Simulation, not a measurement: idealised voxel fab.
A process module follows: voxel spacer lines.
Xsec cut, 270 nm wide, square cell size 5 nm.
We lay out every cross-section as a grid of square cells and spell it out in bands from the top down, where one band means one or more rows of cells.
Heads up on the band format: heights come first, top then bottom, in nm. After that it's the materials left to right, each with its width in nm. A single material flagged "edge to edge" fills the whole band edge to edge, and "air" means there's empty space there.
Heights are expressed relative to 0, this being the level below which the as-received wafer comprises one material exclusively. The lowest band is unbounded in the downward direction and is denoted as in "z 0 and below".
Width "30 to 40": first value at the band's top row of cells, second value at its bottom row, equal change from row to row.
A step reported as "nothing different" is a step in which no cell of the cross-section changed.
Heads up: "Closed void listing" only lists the empty pockets with no open path to the top that are 8 cells or more, and it writes them as width x height at distance, distance from the left edge, in nm.
Heads up: the bit after the settings on a step's line is the simulator's remark on that step.
overlay nm: step with mask; distance mask lay right of planned place; negative value = left of planned place.

# The process steps that were planned are listed below
| 1 | RECEIVE | material Si |
| 2 | CONFORMAL_DEP | material Al2O3 | thk nm 10 |
| 3 | DIRECTIONAL_DEP | material polySi | thk nm 10 |
| 4 | DIRECTIONAL_DEP | material aC | thk nm 25 |
| 5 | PATTERN | tone cover | mask id MANDREL | material resist | width nm 25 | pitch nm 80 | thk nm 35 | overlay nm 0 |
| 6 | DIRECTIONAL_ETCH | etch materials aC | depth nm 25 |
| 7 | STRIP | etch materials resist |
| 8 | CONFORMAL_DEP | material SiN | thk nm 15 |
| 9 | DIRECTIONAL_ETCH | etch materials SiN | depth nm 15 |
| 10 | STRIP | etch materials aC |
| 11 | DIRECTIONAL_ETCH | etch materials polySi | depth nm 20 |
| 12 | STRIP | etch materials SiN |
Wafers differ in thk nm at step 3; plan lists the first wafer's value; identical starting state.

# As received, i.e. after step 1: cross-section through the first of several wafers
* z 0 and below: Si edge to edge
* Closed void listing: none

# At the end of the module, after its last step, step 12, the first of several wafers appears in cross-section as follows
* z 20 to 10: 65 of air, then 15 of polySi, then 25 of air, then 15 of polySi, then 25 of air, then 15 of polySi, then 25 of air, then 15 of polySi, then 70 of air
* z 10 to 0: Al2O3 edge to edge
* z 0 and below: Si edge to edge
* Closed void listing: none

# Cross-section of the final wafer among several, taken at the end of the module
* z 45 to 25: 65 of air, then 15 of polySi, then 25 of air, then 15 of polySi, then 25 of air, then 15 of polySi, then 25 of air, then 15 of polySi, then 70 of air
* z 25 to 10: polySi edge to edge
* z 10 to 0: Al2O3 edge to edge
* z 0 and below: Si edge to edge
* Closed void listing: none

# So in this table every wafer gets its own row, and what you see is where it stands at the end of the module: for each material, how many cells it picked up (+) or gave up (-) since we received it, and after that its closed voids
thk nm 10 | +108 Al2O3 | +24 polySi | Closed void listing: none
thk nm 15 | +108 Al2O3 | +36 polySi | Closed void listing: none
thk nm 20 | +108 Al2O3 | +48 polySi | Closed void listing: none
thk nm 25 | +108 Al2O3 | +102 polySi | Closed void listing: none
thk nm 30 | +108 Al2O3 | +156 polySi | Closed void listing: none
thk nm 35 | +108 Al2O3 | +210 polySi | Closed void listing: none
